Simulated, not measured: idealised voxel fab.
process module | voxel gate over fins
cross-section cut | 210 nm wide | cells 5 nm
A cross-section is a grid of square cells, given in bands from the top down. A band is one or more rows of cells.
Each band's line starts with the height of the band's top and of its bottom, in nm. Then come its materials from left to right, each with its width in nm. One material with "throughout" fills the band from edge to edge. "air" is empty space.
Height 0 is the level under which the wafer as received is all one material. The lowest band goes on downwards, as in "0 down".
A width such as "30 to 40" changes by the same amount from each row of cells to the next, from the band's top row to its bottom row.
"no change" after a step means that no cell of the cross-section changed.
closed voids: empty space of 8 cells or more with no open way to the top, each as width x height at its distance from the left edge, in nm
after a step's settings: what the simulator itself notes on the step
overlay nm, on a step with a mask: how far to the right of its planned place the mask lay; to the left if negative
plan
1 op RECEIVE | material Si
2 op CONFORMAL_DEP | material SiN | thk nm 10
3 op PATTERN | tone cover | mask id FINS | material resist | width nm 15 | pitch nm 45 | thk nm 15 | overlay nm 0
4 op DIRECTIONAL_ETCH | etch materials SiN | depth nm 10
5 op DIRECTIONAL_ETCH | etch materials Si | depth nm 40
6 op STRIP | etch materials resist
7 op OXIDIZE | depth nm 5
8 op FILL_DEP | material SiO2 | thk nm 5
9 op CMP | height nm 10
10 op SELECTIVE_ETCH | etch materials SiO2 | depth nm 20
11 op STRIP | etch materials SiN
12 op CONFORMAL_DEP | material HfO2 | thk nm 5
13 op CONFORMAL_DEP | material TiN | thk nm 5
14 op FILL_DEP | material W | thk nm 10
15 op CMP | height nm 15
16 op CONFORMAL_DEP | material SiCN | thk nm 10
varied across the wafers: width nm of step 3. The plan shows the first wafer's value. All wafers start alike
first wafer as received, after step 1
  0 down: Si throughout
  closed voids: none
first wafer at the end, after step 16
  25 to 15: SiCN throughout
  15 to 10: W throughout
  10 to 5: W 45 | TiN 25 | W 20 | TiN 25 | W 20 | TiN 25 | W 50
  5 to 0: W 45 | TiN 5 | HfO2 15 | TiN 5 | W 20 | TiN 5 | HfO2 15 | TiN 5 | W 20 | TiN 5 | HfO2 15 | TiN 5 | W 50
  0 to -5: TiN 50 | HfO2 5 | Si 5 | HfO2 5 | TiN 30 | HfO2 5 | Si 5 | HfO2 5 | TiN 30 | HfO2 5 | Si 5 | HfO2 5 | TiN 55
  -5 to -10: HfO2 55 | Si 5 | HfO2 40 | Si 5 | HfO2 40 | Si 5 | HfO2 60
  -10 to -45: SiO2 55 | Si 5 | SiO2 40 | Si 5 | SiO2 40 | Si 5 | SiO2 60
  -45 down: Si throughout
  closed voids: none
last wafer at the end
  25 to 15: SiCN throughout
  15 to 10: W throughout
  10 to 5: W 40 | TiN 40 | W 5 | TiN 40 | W 5 | TiN 40 | W 40
  5 to 0: W 40 | TiN 5 | HfO2 30 | TiN 5 | W 5 | TiN 5 | HfO2 30 | TiN 5 | W 5 | TiN 5 | HfO2 30 | TiN 5 | W 40
  0 to -5: TiN 45 | HfO2 5 | Si 20 | HfO2 5 | TiN 15 | HfO2 5 | Si 20 | HfO2 5 | TiN 15 | HfO2 5 | Si 20 | HfO2 5 | TiN 45
  -5 to -10: HfO2 50 | Si 20 | HfO2 25 | Si 20 | HfO2 25 | Si 20 | HfO2 50
  -10 to -45: SiO2 50 | Si 20 | SiO2 25 | Si 20 | SiO2 25 | Si 20 | SiO2 50
  -45 down: Si throughout
  closed voids: none
each wafer at the end: cells of each material gained (+) or lost (-) since it was received, then its closed voids
width nm 15 | +54 HfO2 | -351 Si | +84 SiCN | +273 SiO2 | +54 TiN | +96 W | closed voids: none
width nm 20 | +54 HfO2 | -324 Si | +84 SiCN | +252 SiO2 | +54 TiN | +90 W | closed voids: none
width nm 25 | +54 HfO2 | -297 Si | +84 SiCN | +231 SiO2 | +54 TiN | +84 W | closed voids: none
width nm 30 | +54 HfO2 | -270 Si | +84 SiCN | +210 SiO2 | +54 TiN | +78 W | closed voids: none
